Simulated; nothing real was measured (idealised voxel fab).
This section sets out a process module, namely voxel local oxidation.
Cross-sectional view cut (width: 280 nm; square cell size: 5 nm).
For the purposes of this document, a cross-section shall be understood as a grid of square cells, specified as bands listed in top-to-bottom order, each band consisting of one or more rows of cells. Heads up on the band format: heights come first, top then bottom, in nm. After that it's the materials left to right, each with its width in nm. A single material flagged "full width" fills the whole band edge to edge, and "air" means there's empty space there. Counting heights begins at 0, where everything beneath is, in the wafer as received, one material. The lowest band has no bottom; it goes on downwards, as "z 0 and below" shows. A two-number width, for instance "30..40", indicates that the width is equal to the first number in the top row of the band and to the second number in the bottom row, and that it changes by a constant amount per row of cells. Reading "nothing altered" for a step: not a cell of the cross-section changed in it. Fully sealed cavities: empty space of 8 cells or more with no open way to the top, each as width x height at its distance from the left edge, in nm. Whatever follows a step's settings on its line is a remark the simulator itself makes about that step. Steps that use a mask can have "overlay nm" on their line. It says how far the mask sat to the right of where it was meant to be. Negative means to the left.
**Here's what the planned process steps look like**
1) RECEIVE, material Si
2) CONFORMAL_DEP, material SiO2, thk nm 5
3) CONFORMAL_DEP, material SiN, thk nm 15
4) DIRECTIONAL_DEP, material aC, thk nm 15
5) PATTERN, tone cover, mask id ACTIVE, material resist, width nm 115, thk nm 30, overlay nm 0
6) DIRECTIONAL_ETCH, etch materials aC, depth nm 15
7) STRIP, etch materials resist
8) DIRECTIONAL_ETCH, etch materials SiN, depth nm 15
9) STRIP, etch materials aC
10) SELECTIVE_ETCH, etch materials SiO2, depth nm 5
11) OXIDIZE, depth nm 15
12) STRIP, etch materials SiN
The value of width nm given for step 5 in the plan refers to the first wafer; the wafers vary in this setting and are alike at the start.
**Sectional view: first of several wafers, as received, after step 1**
> z 0 and below: Si full width
> Fully sealed cavities: none
**First of several wafers: cross-section at the end of the module, after step 12, its last step**
> z 5 to 0: 85 air / 105 SiO2 / 90 air
> z 0 to -15: 100 SiO2 / 75 Si / 105 SiO2
> z -15 and below: Si full width
> Fully sealed cavities: none
**Here we cross-sectioned the last of the wafers once the module was done**
> z 5 to 0: 75 air / 130 SiO2 / 75 air
> z 0 to -15: 90 SiO2 / 100 Si / 90 SiO2
> z -15 and below: Si full width
> Fully sealed cavities: none
**Gained (+) or lost (-) cells of each material since receipt, then closed voids: one row per wafer, at the end of the module**
width nm 115; -123 Si; +144 SiO2; Fully sealed cavities: none
width nm 120; -120 Si; +142 SiO2; Fully sealed cavities: none
width nm 125; -117 Si; +140 SiO2; Fully sealed cavities: none
width nm 130; -114 Si; +138 SiO2; Fully sealed cavities: none
width nm 135; -111 Si; +136 SiO2; Fully sealed cavities: none
width nm 140; -108 Si; +134 SiO2; Fully sealed cavities: none
